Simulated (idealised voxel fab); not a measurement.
A process module follows: voxel ribs on slabs.
Cross-sectional view cut (width: 280 nm; square cell size: 5 nm).
Notation: cross-section as square-cell grid; stated in bands, top first, going down; one or more cell rows per band. This entry defines a band. It first specifies the height of the band's top and the height of its bottom in nm, and then specifies the band's materials from left to right, stating each material with its width in nm. The word "everywhere" identifies a single material that fills the band from edge to edge, while the word "empty" identifies empty space. Below 0: as-received wafer, all one material; heights counted from there. Lowest band: no bottom, goes on down, written "top 0, no bottom". Read "30->40" as a graded width: first number on top, second number at the bottom, same change between each pair of neighbouring rows. Reading "no modification" for a step: not a cell of the cross-section changed in it. Each empty space that has no open way to the top and spans at least 8 cells appears under "Enclosed void listing" as width x height at distance, the distance counted from the left edge, all in nm. It should be noted that, on the line of a given step, the content following the step's settings is a remark produced by the simulator itself with respect to that step. overlay nm: where the mask lay relative to plan, measured to the right, on steps with a mask; negatives go left.

### Process steps - plan
1. RECEIVE: material Si
2. DIRECTIONAL_DEP: material SiO2, thk nm 25
3. DIRECTIONAL_DEP: material polySi, thk nm 25
4. MASKED_ETCH: tone cover, mask id RIB, width nm 25, etch materials polySi, depth nm 10, overlay nm 0
5. DIRECTIONAL_DEP: material aC, thk nm 15
6. PATTERN: tone cover, mask id SLAB, material resist, width nm 55, thk nm 35, overlay nm 0
7. DIRECTIONAL_ETCH: etch materials aC, depth nm 15
8. STRIP: etch materials resist
9. DIRECTIONAL_ETCH: etch materials polySi, depth nm 15
10. STRIP: etch materials aC
11. FILL_DEP: material SiO2, thk nm 15
12. CMP: height nm 60
13. DIRECTIONAL_DEP: material TiN, thk nm 10
14. MASKED_ETCH: tone cover, mask id HEATER, width nm 35, etch materials TiN, depth nm 10, overlay nm 0
15. CONFORMAL_DEP: material SiN, thk nm 5

### Incoming wafer, cross-sectional view, post step 1
> top 0, no bottom  Si everywhere
> Enclosed void listing: none

### Post-module cross-section of the first of two wafers (run per plan)
> top 75, bottom 70  115 empty; 45 SiN; 120 empty
> top 70, bottom 65  115 empty; 5 SiN; 35 TiN; 5 SiN; 120 empty
> top 65, bottom 60  120 SiN; 35 TiN; 125 SiN
> top 60, bottom 50  SiO2 everywhere
> top 50, bottom 40  125 SiO2; 25 polySi; 130 SiO2
> top 40, bottom 25  110 SiO2; 55 polySi; 115 SiO2
> top 25, bottom 0  SiO2 everywhere
> top 0, no bottom  Si everywhere
> Enclosed void listing: none

### Same start, same plan as the first wafer - but one mistake in the run. Cross-section of the second of the two at the end of the module
> top 75, bottom 70  115 empty; 45 SiN; 120 empty
> top 70, bottom 65  115 empty; 5 SiN; 35 TiN; 5 SiN; 120 empty
> top 65, bottom 60  120 SiN; 35 TiN; 125 SiN
> top 60, bottom 50  110 SiO2; 55 polySi; 115 SiO2
> top 50, bottom 0  SiO2 everywhere
> top 0, no bottom  Si everywhere
> Enclosed void listing: none
Which mistake was made when the wafer was run? step 2 from the plan got run twice
Per the end-of-run cell counts, the second wafer holds more or fewer of some materials than the first: SiO2: 21 more | polySi: 21 fewer
